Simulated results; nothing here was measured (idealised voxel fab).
This section sets out a process module, namely voxel gate over fins.
In the cross-section labelled cut, the width is 195 nm and each square cell is 5 nm.
Each cross-section below is a grid of square cells, stated as bands in top-down order, with one or more rows of cells making up each band. A band entry consists of two parts. The first gives the height of the band's top and the height of its bottom, in nm. The rest lists the band's materials from left to right, each with its width in nm. A single material labelled with the word "everywhere" fills the band from edge to edge, and the word "empty" marks empty space. Counting heights begins at 0, where everything beneath is, in the wafer as received, one material. The lowest band has no bottom; it goes on downwards, as "top 0, no bottom" shows. The notation "30->40" denotes a width that varies across the rows of cells in the band, beginning at the first number in the top row, finishing at the second number in the bottom row, and changing by an identical amount from each row to the next. "nothing altered", as given for a step, is the statement that not any cell of the cross-section underwent a change during that step. In "Voids, sealed" the enclosed voids are listed, meaning empty spaces of 8 cells or larger without any opening to the top. The form is width x height at distance, distance from the left edge, units nm. Read whatever lies past the settings on a step's line as the simulator's own remark about the step. overlay nm: how far to the right of its planned place the mask lay on this masked step (negative: to the left).
Steps planned for the process
1: RECEIVE (material Si)
2: CONFORMAL_DEP (material SiN; thk nm 5)
3: DIRECTIONAL_DEP (material aC; thk nm 15)
4: PATTERN (tone cover; mask id FINS; material resist; width nm 15; pitch nm 50; thk nm 35; overlay nm 0)
5: DIRECTIONAL_ETCH (etch materials aC; depth nm 15)
6: STRIP (etch materials resist)
7: DIRECTIONAL_ETCH (etch materials SiN; depth nm 5)
8: DIRECTIONAL_ETCH (etch materials Si; depth nm 40)
9: STRIP (etch materials aC)
10: FILL_DEP (material SiO2; thk nm 15)
11: CMP (height nm 5)
12: DIRECTIONAL_DEP (material aC; thk nm 15)
13: PATTERN (tone open; mask id RAIL; material resist; width nm 15; thk nm 30; overlay nm 0)
14: DIRECTIONAL_ETCH (etch materials aC; depth nm 15)
15: STRIP (etch materials resist)
16: DIRECTIONAL_ETCH (etch materials SiO2; depth nm 40)
17: STRIP (etch materials aC)
18: CONFORMAL_DEP (material TiN; thk nm 5)
19: FILL_DEP (material W; thk nm 5)
20: CMP (height nm 5)
21: SELECTIVE_ETCH (etch materials W Ru TiN; depth nm 25)
22: FILL_DEP (material SiO2; thk nm 5)
23: CMP (height nm 5)
24: SELECTIVE_ETCH (etch materials SiO2; depth nm 15)
25: STRIP (etch materials SiN)
26: CONFORMAL_DEP (material HfO2; thk nm 5)
27: CONFORMAL_DEP (material TiN; thk nm 5)
28: CONFORMAL_DEP (material TiAl; thk nm 5)
29: CONFORMAL_DEP (material TiN; thk nm 5)
30: FILL_DEP (material W; thk nm 10)
31: CMP (height nm 25)
32: CONFORMAL_DEP (material SiN; thk nm 10)
Shown in cross-section is the wafer as received, that is, as it stands after step 1
    top 0, no bottom | Si everywhere
    Voids, sealed: none
The module was run from the start shown above using the plan shown above, but one mistake was made doing it; the resulting wafer cross-section is below
    top 35, bottom 25 | SiN everywhere
    top 25, bottom 20 | W everywhere
    top 20, bottom 15 | W (45) / TiN (105) / W (45)
    top 15, bottom 10 | W (45) / TiN (5) / TiAl (45) / TiN (5) / TiAl (45) / TiN (5) / W (45)
    top 10, bottom 5 | W (45) / TiN (5) / TiAl (5) / TiN (35) / TiAl (5) / TiN (5) / TiAl (5) / TiN (35) / TiAl (5) / TiN (5) / W (45)
    top 5, bottom 0 | W (45) / TiN (5) / TiAl (5) / TiN (5) / HfO2 (25) / TiN (5) / TiAl (5) / TiN (5) / TiAl (5) / TiN (5) / HfO2 (25) / TiN (5) / TiAl (5) / TiN (5) / W (45)
    top 0, bottom -5 | W (45) / TiN (5) / TiAl (5) / TiN (5) / HfO2 (5) / Si (15) / HfO2 (5) / TiN (5) / TiAl (5) / TiN (5) / TiAl (5) / TiN (5) / HfO2 (5) / Si (15) / HfO2 (5) / TiN (5) / TiAl (5) / TiN (5) / W (45)
    top -5, bottom -10 | TiN (50) / TiAl (5) / TiN (5) / HfO2 (5) / Si (15) / HfO2 (5) / TiN (5) / TiAl (15) / TiN (5) / HfO2 (5) / Si (15) / HfO2 (5) / TiN (5) / TiAl (5) / TiN (50)
    top -10, bottom -15 | TiAl (55) / TiN (5) / HfO2 (5) / Si (15) / HfO2 (5) / TiN (25) / HfO2 (5) / Si (15) / HfO2 (5) / TiN (5) / TiAl (55)
    top -15, bottom -20 | TiN (60) / HfO2 (5) / Si (15) / HfO2 (35) / Si (15) / HfO2 (5) / TiN (60)
    top -20, bottom -25 | HfO2 (65) / Si (15) / HfO2 (10) / TiN (5) / W (5) / TiN (5) / HfO2 (10) / Si (15) / HfO2 (65)
    top -25, bottom -30 | SiO2 (65) / Si (15) / SiO2 (10) / TiN (5) / W (5) / TiN (5) / SiO2 (10) / Si (15) / SiO2 (65)
    top -30, bottom -35 | SiO2 (65) / Si (15) / SiO2 (10) / TiN (15) / SiO2 (10) / Si (15) / SiO2 (65)
    top -35, bottom -40 | SiO2 (65) / Si (15) / SiO2 (35) / Si (15) / SiO2 (65)
    top -40, no bottom | Si everywhere
    Voids, sealed: none
Which mistake was made when the wafer was run? step 24 of the plan was performed twice
